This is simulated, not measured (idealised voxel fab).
A process module follows: voxel transistor to metal.
Each square cell in cross-section cut measures 5 nm, and the section as a whole is 165 nm wide.
Think of the cross-section as a grid of square cells. We describe it in bands, top to bottom, and each band covers one or more rows of those cells.
Per band: top height and bottom height in nm, followed by the left-to-right materials and their widths in nm; "throughout" marks a single material spanning edge to edge, "air" marks empty space.
The level at which height equals 0 is the one under which the wafer, as it arrives, is entirely one material. No lower edge exists for the bottom band, which continues downward and is notated as in "0 nm and below".
Think of "30..40" as a width that walks from the first number to the second as you go down the band, top row to bottom row, taking equal-sized steps from row to row.
Where a step carries "remains unaltered", the cross-section came out of it unchanged, cell for cell.
If an empty space has no open way to the top and is at least 8 cells in size, "Voids, sealed" lists it, written width x height at distance, where distance is measured from the left edge and every value is in nm.
Post-settings text on a step line: simulator's own remark regarding the step.
"overlay nm" answers the question of how far to the right of plan the mask lay on a step that has a mask, and when it is negative the answer is to the left.
The steps planned for the process are as follows:
- 1: RECEIVE: material Si
- 2: CONFORMAL_DEP: material SiO2, thk nm 5
- 3: CONFORMAL_DEP: material SiN, thk nm 15
- 4: MASKED_ETCH: tone cover, mask id ACTIVE, width nm 115, etch materials SiN, depth nm 15, overlay nm 0
- 5: MASKED_ETCH: tone cover, mask id ACTIVE, width nm 115, etch materials SiO2, depth nm 5, overlay nm 0
- 6: MASKED_ETCH: tone cover, mask id ACTIVE, width nm 115, etch materials Si, depth nm 20, overlay nm 0
- 7: FILL_DEP: material SiO2, thk nm 15
- 8: CMP: height nm 20
- 9: SELECTIVE_ETCH: etch materials SiO2, depth nm 5
- 10: STRIP: etch materials SiN
- 11: SELECTIVE_ETCH: etch materials SiO2, depth nm 5
- 12: OXIDIZE: depth nm 5
- 13: DIRECTIONAL_DEP: material polySi, thk nm 25
- 14: DIRECTIONAL_DEP: material SiCN, thk nm 10
- 15: MASKED_ETCH: tone cover, mask id GATE, width nm 15, etch materials SiCN, depth nm 20, overlay nm 0
- 16: MASKED_ETCH: tone cover, mask id GATE, width nm 15, etch materials polySi, depth nm 35, overlay nm 0
- 17: CONFORMAL_DEP: material SiO2, thk nm 5
- 18: DIRECTIONAL_ETCH: etch materials SiO2, depth nm 5
- 19: CONFORMAL_DEP: material SiN, thk nm 10
- 20: DIRECTIONAL_ETCH: etch materials SiN, depth nm 10
- 21: DIRECTIONAL_ETCH: etch materials SiO2, depth nm 5
- 22: DIRECTIONAL_ETCH: etch materials Si, depth nm 5
- 23: EPI: material nSi, thk nm 10
- 24: FILL_DEP: material SiO2, thk nm 10
- 25: CMP: height nm 35
- 26: DIRECTIONAL_DEP: material SiO2, thk nm 15
- 27: PATTERN: tone open, mask id CONTACT, material resist, width nm 20, pitch nm 75, thk nm 20, overlay nm 0
- 28: DIRECTIONAL_ETCH: etch materials SiO2, depth nm 50
- 29: STRIP: etch materials resist
- 30: CONFORMAL_DEP: material TiN, thk nm 5
- 31: FILL_DEP: material Ru, thk nm 10
- 32: CMP: height nm 50
- 33: CONFORMAL_DEP: material SiN, thk nm 5
- 34: DIRECTIONAL_DEP: material lowk, thk nm 15
- 35: PATTERN: tone open, mask id METAL_1, material resist, width nm 20, pitch nm 75, thk nm 15, overlay nm 0
- 36: DIRECTIONAL_ETCH: etch materials lowk, depth nm 15
- 37: DIRECTIONAL_ETCH: etch materials SiN, depth nm 5
- 38: STRIP: etch materials resist
- 39: CONFORMAL_DEP: material TiN, thk nm 5
- 40: FILL_DEP: material Ru, thk nm 5
- 41: CMP: height nm 70
- 42: CONFORMAL_DEP: material SiCN, thk nm 5
- 43: DIRECTIONAL_DEP: material lowk, thk nm 25
- 44: MASKED_ETCH: tone open, mask id METAL_2_HOLES, width nm 15, pitch nm 75, etch materials lowk, depth nm 25, overlay nm 0
- 45: DIRECTIONAL_DEP: material aC, thk nm 10
- 46: PATTERN: tone open, mask id METAL_2, material resist, width nm 20, pitch nm 75, thk nm 25, overlay nm 0
- 47: DIRECTIONAL_ETCH: etch materials aC, depth nm 10
- 48: STRIP: etch materials resist
- 49: DIRECTIONAL_ETCH: etch materials lowk, depth nm 15
- 50: DIRECTIONAL_ETCH: etch materials SiCN, depth nm 5
- 51: STRIP: etch materials aC
- 52: CONFORMAL_DEP: material TiN, thk nm 5
- 53: FILL_DEP: material Ru, thk nm 10
- 54: CMP: height nm 100
- 55: CONFORMAL_DEP: material SiCN, thk nm 5
The first of a set of two wafers, run to plan:
Incoming wafer, cross-sectional view, post step 1:
    0 nm and below  Si throughout
    Voids, sealed: none
Wafer xsec, post step 2:
    5 nm to 0 nm  SiO2 throughout
    Everything below 0 is unchanged.
Wafer xsec, post step 3:
    20 nm to 5 nm  SiN throughout
    Everything below 5 is unchanged.
Wafer xsec, post step 4:
    20 nm to 5 nm  air: 25 / SiN: 115 / air: 25
    Everything below 5 is unchanged.
Wafer xsec, post step 5:
    20 nm to 5 nm  air: 25 / SiN: 115 / air: 25
    5 nm to 0 nm  air: 25 / SiO2: 115 / air: 25
    Everything below 0 is unchanged.
Wafer xsec, post step 6:
    20 nm to 5 nm  air: 25 / SiN: 115 / air: 25
    5 nm to 0 nm  air: 25 / SiO2: 115 / air: 25
    0 nm to -20 nm  air: 25 / Si: 115 / air: 25
    Everything below -20 is unchanged.
Wafer xsec, post step 7:
    35 nm to 20 nm  SiO2 throughout
    20 nm to 5 nm  SiO2: 25 / SiN: 115 / SiO2: 25
    5 nm to 0 nm  SiO2 throughout
    0 nm to -20 nm  SiO2: 25 / Si: 115 / SiO2: 25
    Everything below -20 is unchanged.
Wafer xsec, post step 8:
    20 nm to 5 nm  SiO2: 25 / SiN: 115 / SiO2: 25
    Everything below 5 is unchanged.
Wafer xsec, post step 9:
    20 nm to 15 nm  air: 25 / SiN: 115 / air: 25
    Everything below 15 is unchanged.
Wafer xsec, post step 10:
    15 nm to 5 nm  SiO2: 25 / air: 115 / SiO2: 25
    Everything below 5 is unchanged.
Wafer xsec, post step 11:
    10 nm to 0 nm  SiO2: 20 / air: 125 / SiO2: 20
    Everything below 0 is unchanged.
Wafer xsec, post step 12:
    10 nm to 0 nm  SiO2: 20 / air: 125 / SiO2: 20
    0 nm to -5 nm  SiO2 throughout
    Everything below -5 is unchanged.
Wafer xsec, post step 13:
    35 nm to 25 nm  polySi: 20 / air: 125 / polySi: 20
    25 nm to 10 nm  polySi throughout
    10 nm to 0 nm  SiO2: 20 / polySi: 125 / SiO2: 20
    Everything below 0 is unchanged.
Wafer xsec, post step 14:
    45 nm to 35 nm  SiCN: 20 / air: 125 / SiCN: 20
    35 nm to 25 nm  polySi: 20 / SiCN: 125 / polySi: 20
    Everything below 25 is unchanged.
Wafer xsec, post step 15:
    35 nm to 25 nm  polySi: 20 / air: 55 / SiCN: 15 / air: 55 / polySi: 20
    Everything below 25 is unchanged.
Wafer xsec, post step 16:
    35 nm to 25 nm  air: 75 / SiCN: 15 / air: 75
    25 nm to 10 nm  air: 75 / polySi: 15 / air: 75
    10 nm to 0 nm  SiO2: 20 / air: 55 / polySi: 15 / air: 55 / SiO2: 20
    Everything below 0 is unchanged.
Wafer xsec, post step 17:
    40 nm to 35 nm  air: 70 / SiO2: 25 / air: 70
    35 nm to 25 nm  air: 70 / SiO2: 5 / SiCN: 15 / SiO2: 5 / air: 70
    25 nm to 15 nm  air: 70 / SiO2: 5 / polySi: 15 / SiO2: 5 / air: 70
    15 nm to 5 nm  SiO2: 25 / air: 45 / SiO2: 5 / polySi: 15 / SiO2: 5 / air: 45 / SiO2: 25
    5 nm to 0 nm  SiO2: 75 / polySi: 15 / SiO2: 75
    Everything below 0 is unchanged.
Wafer xsec, post step 18:
    35 nm to 25 nm  air: 70 / SiO2: 5 / SiCN: 15 / SiO2: 5 / air: 70
    25 nm to 10 nm  air: 70 / SiO2: 5 / polySi: 15 / SiO2: 5 / air: 70
    10 nm to 0 nm  SiO2: 25 / air: 45 / SiO2: 5 / polySi: 15 / SiO2: 5 / air: 45 / SiO2: 25
    Everything below 0 is unchanged.
Wafer xsec, post step 19:
    45 nm to 35 nm  air: 60 / SiN: 45 / air: 60
    35 nm to 25 nm  air: 60 / SiN: 10 / SiO2: 5 / SiCN: 15 / SiO2: 5 / SiN: 10 / air: 60
    25 nm to 20 nm  air: 60 / SiN: 10 / SiO2: 5 / polySi: 15 / SiO2: 5 / SiN: 10 / air: 60
    20 nm to 10 nm  SiN: 35 / air: 25 / SiN: 10 / SiO2: 5 / polySi: 15 / SiO2: 5 / SiN: 10 / air: 25 / SiN: 35
    10 nm to 0 nm  SiO2: 25 / SiN: 45 / SiO2: 5 / polySi: 15 / SiO2: 5 / SiN: 45 / SiO2: 25
    Everything below 0 is unchanged.
Wafer xsec, post step 20:
    35 nm to 25 nm  air: 60 / SiN: 10 / SiO2: 5 / SiCN: 15 / SiO2: 5 / SiN: 10 / air: 60
    25 nm to 10 nm  air: 60 / SiN: 10 / SiO2: 5 / polySi: 15 / SiO2: 5 / SiN: 10 / air: 60
    10 nm to 0 nm  SiO2: 25 / SiN: 10 / air: 25 / SiN: 10 / SiO2: 5 / polySi: 15 / SiO2: 5 / SiN: 10 / air: 25 / SiN: 10 / SiO2: 25
    Everything below 0 is unchanged.
Wafer xsec, post step 21:
    35 nm to 30 nm  air: 60 / SiN: 10 / air: 5 / SiCN: 15 / air: 5 / SiN: 10 / air: 60
    30 nm to 25 nm  air: 60 / SiN: 10 / SiO2: 5 / SiCN: 15 / SiO2: 5 / SiN: 10 / air: 60
    25 nm to 10 nm  air: 60 / SiN: 10 / SiO2: 5 / polySi: 15 / SiO2: 5 / SiN: 10 / air: 60
    10 nm to 5 nm  air: 25 / SiN: 10 / air: 25 / SiN: 10 / SiO2: 5 / polySi: 15 / SiO2: 5 / SiN: 10 / air: 25 / SiN: 10 / air: 25
    5 nm to 0 nm  SiO2: 25 / SiN: 10 / air: 25 / SiN: 10 / SiO2: 5 / polySi: 15 / SiO2: 5 / SiN: 10 / air: 25 / SiN: 10 / SiO2: 25
    0 nm to -5 nm  SiO2: 35 / air: 25 / SiO2: 45 / air: 25 / SiO2: 35
    Everything below -5 is unchanged.
Wafer xsec, post step 22:
    35 nm to 30 nm  air: 60 / SiN: 10 / air: 5 / SiCN: 15 / air: 5 / SiN: 10 / air: 60
    30 nm to 25 nm  air: 60 / SiN: 10 / SiO2: 5 / SiCN: 15 / SiO2: 5 / SiN: 10 / air: 60
    25 nm to 10 nm  air: 60 / SiN: 10 / SiO2: 5 / polySi: 15 / SiO2: 5 / SiN: 10 / air: 60
    10 nm to 5 nm  air: 25 / SiN: 10 / air: 25 / SiN: 10 / SiO2: 5 / polySi: 15 / SiO2: 5 / SiN: 10 / air: 25 / SiN: 10 / air: 25
    5 nm to 0 nm  SiO2: 25 / SiN: 10 / air: 25 / SiN: 10 / SiO2: 5 / polySi: 15 / SiO2: 5 / SiN: 10 / air: 25 / SiN: 10 / SiO2: 25
    0 nm to -5 nm  SiO2: 35 / air: 25 / SiO2: 45 / air: 25 / SiO2: 35
    -5 nm to -10 nm  SiO2: 25 / Si: 10 / air: 25 / Si: 45 / air: 25 / Si: 10 / SiO2: 25
    Everything below -10 is unchanged.
Wafer xsec, post step 23:
    35 nm to 30 nm  air: 60 / SiN: 10 / air: 5 / SiCN: 15 / air: 5 / SiN: 10 / air: 60
    30 nm to 25 nm  air: 60 / SiN: 10 / SiO2: 5 / SiCN: 15 / SiO2: 5 / SiN: 10 / air: 60
    25 nm to 10 nm  air: 60 / SiN: 10 / SiO2: 5 / polySi: 15 / SiO2: 5 / SiN: 10 / air: 60
    10 nm to 5 nm  air: 25 / SiN: 10 / air: 25 / SiN: 10 / SiO2: 5 / polySi: 15 / SiO2: 5 / SiN: 10 / air: 25 / SiN: 10 / air: 25
    5 nm to 0 nm  SiO2: 25 / SiN: 10 / nSi: 10 / air: 5 / nSi: 10 / SiN: 10 / SiO2: 5 / polySi: 15 / SiO2: 5 / SiN: 10 / nSi: 10 / air: 5 / nSi: 10 / SiN: 10 / SiO2: 25
    0 nm to -5 nm  SiO2: 35 / nSi: 25 / SiO2: 45 / nSi: 25 / SiO2: 35
    -5 nm to -10 nm  SiO2: 25 / Si: 10 / nSi: 25 / Si: 45 / nSi: 25 / Si: 10 / SiO2: 25
    Everything below -10 is unchanged.
Wafer xsec, post step 24:
    45 nm to 35 nm  SiO2 throughout
    35 nm to 25 nm  SiO2: 60 / SiN: 10 / SiO2: 5 / SiCN: 15 / SiO2: 5 / SiN: 10 / SiO2: 60
    25 nm to 10 nm  SiO2: 60 / SiN: 10 / SiO2: 5 / polySi: 15 / SiO2: 5 / SiN: 10 / SiO2: 60
    10 nm to 5 nm  SiO2: 25 / SiN: 10 / SiO2: 25 / SiN: 10 / SiO2: 5 / polySi: 15 / SiO2: 5 / SiN: 10 / SiO2: 25 / SiN: 10 / SiO2: 25
    5 nm to 0 nm  SiO2: 25 / SiN: 10 / nSi: 10 / SiO2: 5 / nSi: 10 / SiN: 10 / SiO2: 5 / polySi: 15 / SiO2: 5 / SiN: 10 / nSi: 10 / SiO2: 5 / nSi: 10 / SiN: 10 / SiO2: 25
    Everything below 0 is unchanged.
Wafer xsec, post step 25:
    35 nm to 25 nm  SiO2: 60 / SiN: 10 / SiO2: 5 / SiCN: 15 / SiO2: 5 / SiN: 10 / SiO2: 60
    Everything below 25 is unchanged.
Wafer xsec, post step 26:
    50 nm to 35 nm  SiO2 throughout
    Everything below 35 is unchanged.
Wafer xsec, post step 27:
    70 nm to 50 nm  resist: 35 / air: 20 / resist: 55 / air: 20 / resist: 35
    Everything below 50 is unchanged.
Wafer xsec, post step 28:
    70 nm to 50 nm  resist: 35 / air: 20 / resist: 55 / air: 20 / resist: 35
    50 nm to 35 nm  SiO2: 35 / air: 20 / SiO2: 55 / air: 20 / SiO2: 35
    35 nm to 25 nm  SiO2: 35 / air: 20 / SiO2: 5 / SiN: 10 / SiO2: 5 / SiCN: 15 / SiO2: 5 / SiN: 10 / SiO2: 5 / air: 20 / SiO2: 35
    25 nm to 10 nm  SiO2: 35 / air: 20 / SiO2: 5 / SiN: 10 / SiO2: 5 / polySi: 15 / SiO2: 5 / SiN: 10 / SiO2: 5 / air: 20 / SiO2: 35
    10 nm to 5 nm  SiO2: 25 / SiN: 10 / air: 20 / SiO2: 5 / SiN: 10 / SiO2: 5 / polySi: 15 / SiO2: 5 / SiN: 10 / SiO2: 5 / air: 20 / SiN: 10 / SiO2: 25
    5 nm to 0 nm  SiO2: 25 / SiN: 10 / nSi: 10 / air: 5 / nSi: 10 / SiN: 10 / SiO2: 5 / polySi: 15 / SiO2: 5 / SiN: 10 / nSi: 10 / air: 5 / nSi: 10 / SiN: 10 / SiO2: 25
    Everything below 0 is unchanged.
Wafer xsec, post step 29:
    50 nm to 35 nm  SiO2: 35 / air: 20 / SiO2: 55 / air: 20 / SiO2: 35
    Everything below 35 is unchanged.
Wafer xsec, post step 30:
    55 nm to 50 nm  TiN: 40 / air: 10 / TiN: 65 / air: 10 / TiN: 40
    50 nm to 35 nm  SiO2: 35 / TiN: 5 / air: 10 / TiN: 5 / SiO2: 55 / TiN: 5 / air: 10 / TiN: 5 / SiO2: 35
    35 nm to 25 nm  SiO2: 35 / TiN: 5 / air: 10 / TiN: 5 / SiO2: 5 / SiN: 10 / SiO2: 5 / SiCN: 15 / SiO2: 5 / SiN: 10 / SiO2: 5 / TiN: 5 / air: 10 / TiN: 5 / SiO2: 35
    25 nm to 10 nm  SiO2: 35 / TiN: 5 / air: 10 / TiN: 5 / SiO2: 5 / SiN: 10 / SiO2: 5 / polySi: 15 / SiO2: 5 / SiN: 10 / SiO2: 5 / TiN: 5 / air: 10 / TiN: 5 / SiO2: 35
    10 nm to 5 nm  SiO2: 25 / SiN: 10 / TiN: 20 / SiO2: 5 / SiN: 10 / SiO2: 5 / polySi: 15 / SiO2: 5 / SiN: 10 / SiO2: 5 / TiN: 20 / SiN: 10 / SiO2: 25
    5 nm to 0 nm  SiO2: 25 / SiN: 10 / nSi: 10 / TiN: 5 / nSi: 10 / SiN: 10 / SiO2: 5 / polySi: 15 / SiO2: 5 / SiN: 10 / nSi: 10 / TiN: 5 / nSi: 10 / SiN: 10 / SiO2: 25
    Everything below 0 is unchanged.
Wafer xsec, post step 31:
    65 nm to 55 nm  Ru throughout
    55 nm to 50 nm  TiN: 40 / Ru: 10 / TiN: 65 / Ru: 10 / TiN: 40
    50 nm to 35 nm  SiO2: 35 / TiN: 5 / Ru: 10 / TiN: 5 / SiO2: 55 / TiN: 5 / Ru: 10 / TiN: 5 / SiO2: 35
    35 nm to 25 nm  SiO2: 35 / TiN: 5 / Ru: 10 / TiN: 5 / SiO2: 5 / SiN: 10 / SiO2: 5 / SiCN: 15 / SiO2: 5 / SiN: 10 / SiO2: 5 / TiN: 5 / Ru: 10 / TiN: 5 / SiO2: 35
    25 nm to 10 nm  SiO2: 35 / TiN: 5 / Ru: 10 / TiN: 5 / SiO2: 5 / SiN: 10 / SiO2: 5 / polySi: 15 / SiO2: 5 / SiN: 10 / SiO2: 5 / TiN: 5 / Ru: 10 / TiN: 5 / SiO2: 35
    Everything below 10 is unchanged.
Wafer xsec, post step 32:
    50 nm to 35 nm  SiO2: 35 / TiN: 5 / Ru: 10 / TiN: 5 / SiO2: 55 / TiN: 5 / Ru: 10 / TiN: 5 / SiO2: 35
    Everything below 35 is unchanged.
Wafer xsec, post step 33:
    55 nm to 50 nm  SiN throughout
    Everything below 50 is unchanged.
Wafer xsec, post step 34:
    70 nm to 55 nm  lowk throughout
    Everything below 55 is unchanged.
Wafer xsec, post step 35:
    85 nm to 70 nm  resist: 35 / air: 20 / resist: 55 / air: 20 / resist: 35
    Everything below 70 is unchanged.
Wafer xsec, post step 36:
    85 nm to 70 nm  resist: 35 / air: 20 / resist: 55 / air: 20 / resist: 35
    70 nm to 55 nm  lowk: 35 / air: 20 / lowk: 55 / air: 20 / lowk: 35
    Everything below 55 is unchanged.
Wafer xsec, post step 37:
    85 nm to 70 nm  resist: 35 / air: 20 / resist: 55 / air: 20 / resist: 35
    70 nm to 55 nm  lowk: 35 / air: 20 / lowk: 55 / air: 20 / lowk: 35
    55 nm to 50 nm  SiN: 35 / air: 20 / SiN: 55 / air: 20 / SiN: 35
    Everything below 50 is unchanged.
Wafer xsec, post step 38:
    70 nm to 55 nm  lowk: 35 / air: 20 / lowk: 55 / air: 20 / lowk: 35
    Everything below 55 is unchanged.
Wafer xsec, post step 39:
    75 nm to 70 nm  TiN: 40 / air: 10 / TiN: 65 / air: 10 / TiN: 40
    70 nm to 55 nm  lowk: 35 / TiN: 5 / air: 10 / TiN: 5 / lowk: 55 / TiN: 5 / air: 10 / TiN: 5 / lowk: 35
    55 nm to 50 nm  SiN: 35 / TiN: 20 / SiN: 55 / TiN: 20 / SiN: 35
    Everything below 50 is unchanged.
Wafer xsec, post step 40:
    80 nm to 75 nm  Ru throughout
    75 nm to 70 nm  TiN: 40 / Ru: 10 / TiN: 65 / Ru: 10 / TiN: 40
    70 nm to 55 nm  lowk: 35 / TiN: 5 / Ru: 10 / TiN: 5 / lowk: 55 / TiN: 5 / Ru: 10 / TiN: 5 / lowk: 35
    Everything below 55 is unchanged.
Wafer xsec, post step 41:
    70 nm to 55 nm  lowk: 35 / TiN: 5 / Ru: 10 / TiN: 5 / lowk: 55 / TiN: 5 / Ru: 10 / TiN: 5 / lowk: 35
    Everything below 55 is unchanged.
Wafer xsec, post step 42:
    75 nm to 70 nm  SiCN throughout
    Everything below 70 is unchanged.
Wafer xsec, post step 43:
    100 nm to 75 nm  lowk throughout
    Everything below 75 is unchanged.
Wafer xsec, post step 44:
    100 nm to 75 nm  lowk: 35 / air: 15 / lowk: 60 / air: 15 / lowk: 40
    Everything below 75 is unchanged.
Wafer xsec, post step 45:
    110 nm to 100 nm  aC: 35 / air: 15 / aC: 60 / air: 15 / aC: 40
    100 nm to 85 nm  lowk: 35 / air: 15 / lowk: 60 / air: 15 / lowk: 40
    85 nm to 75 nm  lowk: 35 / aC: 15 / lowk: 60 / aC: 15 / lowk: 40
    Everything below 75 is unchanged.
Wafer xsec, post step 46:
    135 nm to 110 nm  resist: 35 / air: 20 / resist: 55 / air: 20 / resist: 35
    Everything below 110 is unchanged.
Wafer xsec, post step 47:
    125 nm to 110 nm  resist: 35 / air: 20 / resist: 55 / air: 20 / resist: 35
    110 nm to 100 nm  aC: 35 / air: 20 / aC: 55 / air: 20 / aC: 35
    100 nm to 75 nm  lowk: 35 / air: 15 / lowk: 60 / air: 15 / lowk: 40
    Everything below 75 is unchanged.
Wafer xsec, post step 48:
    110 nm to 100 nm  aC: 35 / air: 20 / aC: 55 / air: 20 / aC: 35
    Everything below 100 is unchanged.
Wafer xsec, post step 49:
    110 nm to 100 nm  aC: 35 / air: 20 / aC: 55 / air: 20 / aC: 35
    100 nm to 85 nm  lowk: 35 / air: 20 / lowk: 55 / air: 20 / lowk: 35
    Everything below 85 is unchanged.
Wafer xsec, post step 50:
    110 nm to 100 nm  aC: 35 / air: 20 / aC: 55 / air: 20 / aC: 35
    100 nm to 85 nm  lowk: 35 / air: 20 / lowk: 55 / air: 20 / lowk: 35
    85 nm to 75 nm  lowk: 35 / air: 15 / lowk: 60 / air: 15 / lowk: 40
    75 nm to 70 nm  SiCN: 35 / air: 15 / SiCN: 60 / air: 15 / SiCN: 40
    Everything below 70 is unchanged.
Wafer xsec, post step 51:
    100 nm to 85 nm  lowk: 35 / air: 20 / lowk: 55 / air: 20 / lowk: 35
    Everything below 85 is unchanged.
Wafer xsec, post step 52:
    105 nm to 100 nm  TiN: 40 / air: 10 / TiN: 65 / air: 10 / TiN: 40
    100 nm to 90 nm  lowk: 35 / TiN: 5 / air: 10 / TiN: 5 / lowk: 55 / TiN: 5 / air: 10 / TiN: 5 / lowk: 35
    90 nm to 85 nm  lowk: 35 / TiN: 5 / air: 5 / TiN: 10 / lowk: 55 / TiN: 5 / air: 5 / TiN: 10 / lowk: 35
    85 nm to 75 nm  lowk: 35 / TiN: 5 / air: 5 / TiN: 5 / lowk: 60 / TiN: 5 / air: 5 / TiN: 5 / lowk: 40
    75 nm to 70 nm  SiCN: 35 / TiN: 15 / SiCN: 60 / TiN: 15 / SiCN: 40
    Everything below 70 is unchanged.
Wafer xsec, post step 53:
    115 nm to 105 nm  Ru throughout
    105 nm to 100 nm  TiN: 40 / Ru: 10 / TiN: 65 / Ru: 10 / TiN: 40
    100 nm to 90 nm  lowk: 35 / TiN: 5 / Ru: 10 / TiN: 5 / lowk: 55 / TiN: 5 / Ru: 10 / TiN: 5 / lowk: 35
    90 nm to 85 nm  lowk: 35 / TiN: 5 / Ru: 5 / TiN: 10 / lowk: 55 / TiN: 5 / Ru: 5 / TiN: 10 / lowk: 35
    85 nm to 75 nm  lowk: 35 / TiN: 5 / Ru: 5 / TiN: 5 / lowk: 60 / TiN: 5 / Ru: 5 / TiN: 5 / lowk: 40
    Everything below 75 is unchanged.
Wafer xsec, post step 54:
    100 nm to 90 nm  lowk: 35 / TiN: 5 / Ru: 10 / TiN: 5 / lowk: 55 / TiN: 5 / Ru: 10 / TiN: 5 / lowk: 35
    Everything below 90 is unchanged.
Wafer xsec, post step 55:
    105 nm to 100 nm  SiCN throughout
    Everything below 100 is unchanged.
The second wafer was prepared from the same starting point and under the same plan as the first; its processing contained one mistake, and it remains indistinguishable from the first wafer up to and including step 43:
Cross-sectional view of the second wafer at the intended end time of process step 44:
    100 nm to 75 nm  air: 35 / lowk: 15 / air: 60 / lowk: 15 / air: 40
    Everything below 75 is unchanged.
Cross-sectional view of the second wafer at the intended end time of process step 45:
    110 nm to 100 nm  air: 35 / aC: 15 / air: 60 / aC: 15 / air: 40
    100 nm to 85 nm  air: 35 / lowk: 15 / air: 60 / lowk: 15 / air: 40
    85 nm to 75 nm  aC: 35 / lowk: 15 / aC: 60 / lowk: 15 / aC: 40
    Everything below 75 is unchanged.
Cross-sectional view of the second wafer at the intended end time of process step 46:
    135 nm to 110 nm  resist: 35 / air: 20 / resist: 55 / air: 20 / resist: 35
    110 nm to 100 nm  resist: 35 / aC: 15 / air: 5 / resist: 55 / aC: 15 / air: 5 / resist: 35
    100 nm to 85 nm  resist: 35 / lowk: 15 / air: 5 / resist: 55 / lowk: 15 / air: 5 / resist: 35
    Everything below 85 is unchanged.
Cross-sectional view of the second wafer at the intended end time of process step 47:
    125 nm to 100 nm  resist: 35 / air: 20 / resist: 55 / air: 20 / resist: 35
    100 nm to 85 nm  resist: 35 / lowk: 15 / air: 5 / resist: 55 / lowk: 15 / air: 5 / resist: 35
    85 nm to 75 nm  aC: 35 / lowk: 15 / air: 5 / aC: 55 / lowk: 15 / air: 5 / aC: 35
    Everything below 75 is unchanged.
Cross-sectional view of the second wafer at the intended end time of process step 48:
    100 nm to 85 nm  air: 35 / lowk: 15 / air: 60 / lowk: 15 / air: 40
    Everything below 85 is unchanged.
Cross-sectional view of the second wafer at the intended end time of process step 49:
    85 nm to 75 nm  aC: 35 / lowk: 15 / air: 5 / aC: 55 / lowk: 15 / air: 5 / aC: 35
    Everything below 75 is unchanged.
Cross-sectional view of the second wafer at the intended end time of process step 50:
    85 nm to 75 nm  aC: 35 / lowk: 15 / air: 5 / aC: 55 / lowk: 15 / air: 5 / aC: 35
    75 nm to 70 nm  SiCN: 50 / air: 5 / SiCN: 70 / air: 5 / SiCN: 35
    Everything below 70 is unchanged.
Cross-sectional view of the second wafer at the intended end time of process step 51:
    85 nm to 75 nm  air: 35 / lowk: 15 / air: 60 / lowk: 15 / air: 40
    Everything below 75 is unchanged.
Cross-sectional view of the second wafer at the intended end time of process step 52:
    90 nm to 85 nm  air: 30 / TiN: 25 / air: 50 / TiN: 25 / air: 35
    85 nm to 80 nm  air: 30 / TiN: 5 / lowk: 15 / TiN: 5 / air: 50 / TiN: 5 / lowk: 15 / TiN: 5 / air: 35
    80 nm to 75 nm  TiN: 35 / lowk: 15 / TiN: 60 / lowk: 15 / TiN: 40
    75 nm to 70 nm  SiCN: 50 / TiN: 5 / SiCN: 70 / TiN: 5 / SiCN: 35
    Everything below 70 is unchanged.
Cross-sectional view of the second wafer at the intended end time of process step 53:
    100 nm to 90 nm  Ru throughout
    90 nm to 85 nm  Ru: 30 / TiN: 25 / Ru: 50 / TiN: 25 / Ru: 35
    85 nm to 80 nm  Ru: 30 / TiN: 5 / lowk: 15 / TiN: 5 / Ru: 50 / TiN: 5 / lowk: 15 / TiN: 5 / Ru: 35
    Everything below 80 is unchanged.
Cross-sectional view of the second wafer at the intended end time of process step 54: remains unaltered
Cross-sectional view of the second wafer at the intended end time of process step 55:
    105 nm to 100 nm  SiCN throughout
    Everything below 100 is unchanged.
Which mistake was made when the wafer was run? planned and actual differ for step 44; actual: MASKED_ETCH: tone cover, mask id METAL_2_HOLES, width nm 15, pitch nm 75, etch materials lowk, depth nm 25, overlay nm 0
Cell-count delta at end, second wafer over first, by material: Ru: 98 more | SiCN: 4 more | TiN: 15 more | lowk: 117 fewer
